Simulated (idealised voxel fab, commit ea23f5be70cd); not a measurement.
process module | voxel air gaps
cross-section cut | 280 nm wide | cells 5 nm
A cross-section is a grid of square cells, given in bands from the top down. A band is one or more rows of cells.
Each band's line starts with the height of the band's top and of its bottom, in nm. Then come its materials from left to right, each with its width in nm. One material with "throughout" fills the band from edge to edge. "air" is empty space.
Height 0 is the level under which the wafer as received is all one material. The lowest band goes on downwards, as in "0 down".
A width such as "30 to 40" changes by the same amount from each row of cells to the next, from the band's top row to its bottom row.
"no change" after a step means that no cell of the cross-section changed.
closed voids: empty space of 8 cells or more with no open way to the top, each as width x height at its distance from the left edge, in nm
after a step's settings: what the simulator itself notes on the step
overlay nm, on a step with a mask: how far to the right of its planned place the mask lay; to the left if negative
plan
1 op RECEIVE | material Si
2 op CONFORMAL_DEP | material SiO2 | thk nm 15
3 op CONFORMAL_DEP | material SiCN | thk nm 5
4 op DIRECTIONAL_DEP | material SiO2 | thk nm 30
5 op DIRECTIONAL_DEP | material aC | thk nm 10
6 op PATTERN | tone open | mask id LINES | material resist | width nm 15 | pitch nm 40 | thk nm 30 | overlay nm -15
7 op DIRECTIONAL_ETCH | etch materials aC | depth nm 10
8 op STRIP | etch materials resist
9 op DIRECTIONAL_ETCH | etch materials SiO2 | depth nm 30
10 op STRIP | etch materials aC
11 op CONFORMAL_DEP | material TiN | thk nm 5
12 op FILL_DEP | material Cu | thk nm 5
13 op CMP | height nm 50
14 op EPI | material Ru | thk nm 10
15 op SELECTIVE_ETCH | etch materials SiO2 | depth nm 40
16 op CONFORMAL_DEP | material SiCN | thk nm 5
varied across the wafers: overlay nm of step 6. The plan shows the first wafer's value. All wafers start alike
first wafer as received, after step 1
  0 down: Si throughout
  closed voids: none
first wafer at the end, after step 16
  65 to 60: air 40 | SiCN 165 | air 75
  60 to 50: air 40 | SiCN 5 | Ru 35 | SiCN 5 | Ru 35 | SiCN 5 | Ru 35 | SiCN 5 | Ru 35 | SiCN 5 | air 75
  50 to 45: air 40 | SiCN 15 | TiN 5 | Cu 5 | TiN 5 | SiCN 25 | TiN 5 | Cu 5 | TiN 5 | SiCN 25 | TiN 5 | Cu 5 | TiN 5 | SiCN 25 | TiN 5 | Cu 5 | TiN 5 | SiCN 15 | air 75
  45 to 25: air 50 | SiCN 5 | TiN 5 | Cu 5 | TiN 5 | SiCN 5 | air 15 | SiCN 5 | TiN 5 | Cu 5 | TiN 5 | SiCN 5 | air 15 | SiCN 5 | TiN 5 | Cu 5 | TiN 5 | SiCN 5 | air 15 | SiCN 5 | TiN 5 | Cu 5 | TiN 5 | SiCN 5 | air 85
  25 to 20: SiCN 55 | TiN 15 | SiCN 25 | TiN 15 | SiCN 25 | TiN 15 | SiCN 25 | TiN 15 | SiCN 90
  20 to 15: SiCN throughout
  15 to 0: SiO2 throughout
  0 down: Si throughout
  closed voids: 15 x 20 at 75; 15 x 20 at 115; 15 x 20 at 155
last wafer at the end
  65 to 60: air 70 | SiCN 165 | air 45
  60 to 50: air 70 | SiCN 5 | Ru 35 | SiCN 5 | Ru 35 | SiCN 5 | Ru 35 | SiCN 5 | Ru 35 | SiCN 5 | air 45
  50 to 45: air 70 | SiCN 15 | TiN 5 | Cu 5 | TiN 5 | SiCN 25 | TiN 5 | Cu 5 | TiN 5 | SiCN 25 | TiN 5 | Cu 5 | TiN 5 | SiCN 25 | TiN 5 | Cu 5 | TiN 5 | SiCN 15 | air 45
  45 to 25: air 80 | SiCN 5 | TiN 5 | Cu 5 | TiN 5 | SiCN 5 | air 15 | SiCN 5 | TiN 5 | Cu 5 | TiN 5 | SiCN 5 | air 15 | SiCN 5 | TiN 5 | Cu 5 | TiN 5 | SiCN 5 | air 15 | SiCN 5 | TiN 5 | Cu 5 | TiN 5 | SiCN 5 | air 55
  25 to 20: SiCN 85 | TiN 15 | SiCN 25 | TiN 15 | SiCN 25 | TiN 15 | SiCN 25 | TiN 15 | SiCN 60
  20 to 15: SiCN throughout
  15 to 0: SiO2 throughout
  0 down: Si throughout
  closed voids: 15 x 20 at 105; 15 x 20 at 145; 15 x 20 at 185
each wafer at the end: cells of each material gained (+) or lost (-) since it was received, then its closed voids
overlay nm -15 | +20 Cu | +56 Ru | +196 SiCN | +168 SiO2 | +52 TiN | closed voids: 15 x 20 at 75; 15 x 20 at 115; 15 x 20 at 155
overlay nm -10 | +20 Cu | +56 Ru | +196 SiCN | +168 SiO2 | +52 TiN | closed voids: 15 x 20 at 80; 15 x 20 at 120; 15 x 20 at 160
overlay nm -5 | +20 Cu | +56 Ru | +196 SiCN | +168 SiO2 | +52 TiN | closed voids: 15 x 20 at 85; 15 x 20 at 125; 15 x 20 at 165
overlay nm 0 | +20 Cu | +56 Ru | +196 SiCN | +168 SiO2 | +52 TiN | closed voids: 15 x 20 at 90; 15 x 20 at 130; 15 x 20 at 170
overlay nm 5 | +20 Cu | +56 Ru | +196 SiCN | +168 SiO2 | +52 TiN | closed voids: 15 x 20 at 95; 15 x 20 at 135; 15 x 20 at 175
overlay nm 10 | +20 Cu | +56 Ru | +196 SiCN | +168 SiO2 | +52 TiN | closed voids: 15 x 20 at 100; 15 x 20 at 140; 15 x 20 at 180
overlay nm 15 | +20 Cu | +56 Ru | +196 SiCN | +168 SiO2 | +52 TiN | closed voids: 15 x 20 at 105; 15 x 20 at 145; 15 x 20 at 185
